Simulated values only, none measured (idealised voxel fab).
The process module that follows is named voxel self aligned contacts.
The figure presents cross-section cut, which has a width of 250 nm and is divided into square cells with an edge length of 5 nm.
A cross-section is written here as square cells arranged in a grid, and it is given in bands from the top down, each band taking up one or more rows of cells.
Heights first: top, then bottom, in nm. Then materials, left to right, each with a width in nm. "edge to edge" on a single material: fills the band edge to edge. "air": empty space.
Convention: height 0 is the level below which the wafer, as received, is all one material. The lowest band does not terminate at the bottom but continues downward, represented as "0 and below".
The expression "30->40" gives the width at the extremes of the band, the first number at its top row of cells and the second at its bottom row, with the width changing by equal amounts from each row to the next in between.
Step note "remained unchanged" = no cross-section cell changed.
Heads up: "Enclosed void list" only lists the empty pockets with no open path to the top that are 8 cells or more, and it writes them as width x height at distance, distance from the left edge, in nm.
What comes after the settings on a step's line is commentary from the simulator itself on that step.
"overlay nm" answers the question of how far to the right of plan the mask lay on a step that has a mask, and when it is negative the answer is to the left.
## The planned process steps are enumerated hereunder
1,RECEIVE, material Si
2,OXIDIZE, depth nm 5
3,DIRECTIONAL_DEP, material polySi, thk nm 25
4,DIRECTIONAL_DEP, material SiN, thk nm 20
5,DIRECTIONAL_DEP, material aC, thk nm 15
6,PATTERN, tone cover, mask id GATE, material resist, width nm 30, pitch nm 75, thk nm 30, overlay nm 0
7,DIRECTIONAL_ETCH, etch materials aC, depth nm 15
8,STRIP, etch materials resist
9,DIRECTIONAL_ETCH, etch materials SiN, depth nm 20
10,DIRECTIONAL_ETCH, etch materials polySi, depth nm 25
11,STRIP, etch materials aC
12,CONFORMAL_DEP, material SiN, thk nm 10
13,DIRECTIONAL_ETCH, etch materials SiN, depth nm 10
14,FILL_DEP, material SiO2, thk nm 15
15,CMP, height nm 55
16,DIRECTIONAL_DEP, material aC, thk nm 15
17,PATTERN, tone open, mask id CONTACT, material resist, width nm 55, thk nm 30, overlay nm 0
18,DIRECTIONAL_ETCH, etch materials aC, depth nm 15
19,STRIP, etch materials resist
20,DIRECTIONAL_ETCH, etch materials SiO2, depth nm 60
21,STRIP, etch materials aC
22,CONFORMAL_DEP, material TiN, thk nm 5
23,FILL_DEP, material W, thk nm 5
24,CMP, height nm 55
25,CONFORMAL_DEP, material SiCN, thk nm 5
## As-received state of the wafer in cross-section, equivalent to post-step 1
  0 and below = Si edge to edge
  Enclosed void list: none
## This is how the wafer looks in cross-section once the module is done, given the starting state and plan above and one mistake in carrying the plan out
  60 down to 55 = SiCN edge to edge
  55 down to 45 = SiO2 95 nm, then TiN 5->20 nm, then W 45->15 nm, then TiN 5->20 nm, then SiO2 100 nm
  45 down to 25 = SiO2 60 nm, then SiN 50 nm, then TiN 5 nm, then W 15 nm, then TiN 5 nm, then SiN 50 nm, then SiO2 65 nm
  25 down to 20 = SiO2 110 nm, then TiN 25 nm, then SiO2 115 nm
  20 down to 0 = polySi edge to edge
  0 and below = Si edge to edge
  Enclosed void list: none
Processing error: the intended sequence of steps 2 and 3 was reversed during processing, with each occupying the position of the other
